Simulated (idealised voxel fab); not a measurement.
Process module heading - voxel transistor to metal
Section cut is 170 nm wide and gridded with 5 nm square cells.
Format of a cross-section: grid, square cells. Given as bands. Order: top down. Band: one or more rows of cells.
Top height, bottom height, nm. Materials left to right, width each, nm. Single material + "edge to edge" = fills band edge to edge. "air" = empty.
Where do heights start? At 0: under that level the wafer as delivered is made of one material only. And the lowest band has no floor; it just carries on downward, as in "0..down".
With a width like "30->40", each row of cells in the band differs from the next by the same amount, the top row carrying the first number and the bottom row the second.
"no change occurred" after a step means that no cell of the cross-section changed.
What "Completely enclosed voids" gives you is every empty space of 8 cells or more that is cut off from the top. Each appears as width x height at distance, with the distance taken from the left edge and width, height and distance all in nm.
Anything after a step's settings on that line? It's the simulator's own note about the step.
You can add "overlay nm" to a step's line. For a step with a mask, it describes how far the mask lay to the right of its planned position, and a negative number describes a lay to the left.
**Here's what the planned process steps look like**
1,RECEIVE [material Si]
2,OXIDIZE [depth nm 5]
3,CONFORMAL_DEP [material SiN] [thk nm 10]
4,MASKED_ETCH [tone cover] [mask id ACTIVE] [width nm 125] [etch materials SiN] [depth nm 10] [overlay nm 0]
5,MASKED_ETCH [tone cover] [mask id ACTIVE] [width nm 125] [etch materials SiO2] [depth nm 5] [overlay nm 0]
6,MASKED_ETCH [tone cover] [mask id ACTIVE] [width nm 125] [etch materials Si] [depth nm 25] [overlay nm 0]
7,OXIDIZE [depth nm 5]
8,FILL_DEP [material SiO2] [thk nm 15]
9,CMP [height nm 10]
10,SELECTIVE_ETCH [etch materials SiO2] [depth nm 5]
11,STRIP [etch materials SiN]
12,SELECTIVE_ETCH [etch materials SiO2] [depth nm 5]
13,OXIDIZE [depth nm 5]
14,DIRECTIONAL_DEP [material polySi] [thk nm 30]
15,DIRECTIONAL_DEP [material SiCN] [thk nm 10]
16,MASKED_ETCH [tone cover] [mask id GATE] [width nm 25] [etch materials SiCN] [depth nm 20] [overlay nm 0]
17,MASKED_ETCH [tone cover] [mask id GATE] [width nm 15] [etch materials polySi] [depth nm 40] [overlay nm 0]
18,CONFORMAL_DEP [material SiO2] [thk nm 5]
19,DIRECTIONAL_ETCH [etch materials SiO2] [depth nm 5]
20,CONFORMAL_DEP [material SiN] [thk nm 10]
21,DIRECTIONAL_ETCH [etch materials SiN] [depth nm 10]
22,DIRECTIONAL_ETCH [etch materials SiO2] [depth nm 5]
23,DIRECTIONAL_ETCH [etch materials Si] [depth nm 10]
24,EPI [material pSi] [thk nm 15]
25,FILL_DEP [material SiO2] [thk nm 5]
26,CMP [height nm 35]
27,DIRECTIONAL_DEP [material SiO2] [thk nm 10]
28,PATTERN [tone open] [mask id CONTACT] [material resist] [width nm 35] [pitch nm 70] [thk nm 20] [overlay nm 0]
29,DIRECTIONAL_ETCH [etch materials SiO2] [depth nm 40]
30,STRIP [etch materials resist]
31,CONFORMAL_DEP [material TiN] [thk nm 5]
32,FILL_DEP [material W] [thk nm 10]
33,CMP [height nm 45]
34,CONFORMAL_DEP [material SiN] [thk nm 5]
35,DIRECTIONAL_DEP [material lowk] [thk nm 25]
36,DIRECTIONAL_DEP [material aC] [thk nm 15]
37,PATTERN [tone open] [mask id METAL_1] [material resist] [width nm 20] [pitch nm 85] [thk nm 30] [overlay nm 0]
38,DIRECTIONAL_ETCH [etch materials aC] [depth nm 15]
39,STRIP [etch materials resist]
40,DIRECTIONAL_ETCH [etch materials lowk] [depth nm 25]
41,DIRECTIONAL_ETCH [etch materials SiN] [depth nm 5]
42,STRIP [etch materials aC]
43,CONFORMAL_DEP [material TiN] [thk nm 5]
44,FILL_DEP [material Ru] [thk nm 5]
45,CMP [height nm 75]
46,CONFORMAL_DEP [material SiCN] [thk nm 5]
47,DIRECTIONAL_DEP [material lowk] [thk nm 25]
48,MASKED_ETCH [tone open] [mask id METAL_2] [width nm 20] [pitch nm 85] [etch materials lowk] [depth nm 15] [overlay nm 0]
49,MASKED_ETCH [tone open] [mask id METAL_2_HOLES] [width nm 15] [pitch nm 85] [etch materials lowk] [depth nm 10] [overlay nm 0]
50,MASKED_ETCH [tone open] [mask id METAL_2_HOLES] [width nm 15] [pitch nm 85] [etch materials SiCN] [depth nm 5] [overlay nm 0]
51,CONFORMAL_DEP [material TiN] [thk nm 5]
52,FILL_DEP [material Cu] [thk nm 10]
53,CMP [height nm 105]
54,CONFORMAL_DEP [material SiCN] [thk nm 5]
Same starting wafers, different width nm at step 17. Plan value belongs to the first wafer.
**So this is the first of several wafers, cross-sectioned as it came to us, meaning it's at the end of step 1**
> 0..down = Si edge to edge
> Completely enclosed voids: none
**Rows = wafers. At module end, each row lists per material the cells gained (+) or lost (-) since the wafer was received, then the closed voids**
width nm 15 | +14 Cu | +20 Ru | -143 Si | +72 SiCN | +62 SiN | +233 SiO2 | +98 TiN | +46 W | +264 lowk | +52 pSi | +30 polySi | Completely enclosed voids: none
width nm 20 | +14 Cu | +20 Ru | -143 Si | +72 SiCN | +62 SiN | +233 SiO2 | +98 TiN | +46 W | +264 lowk | +52 pSi | +30 polySi | Completely enclosed voids: none
width nm 25 | +14 Cu | +20 Ru | -143 Si | +72 SiCN | +62 SiN | +233 SiO2 | +98 TiN | +46 W | +264 lowk | +52 pSi | +30 polySi | Completely enclosed voids: none
width nm 30 | +14 Cu | +20 Ru | -141 Si | +72 SiCN | +62 SiN | +234 SiO2 | +98 TiN | +42 W | +264 lowk | +47 pSi | +36 polySi | Completely enclosed voids: none
width nm 35 | +14 Cu | +20 Ru | -139 Si | +72 SiCN | +62 SiN | +235 SiO2 | +98 TiN | +38 W | +264 lowk | +42 pSi | +42 polySi | Completely enclosed voids: none
width nm 40 | +14 Cu | +20 Ru | -137 Si | +72 SiCN | +62 SiN | +236 SiO2 | +98 TiN | +34 W | +264 lowk | +37 pSi | +48 polySi | Completely enclosed voids: none
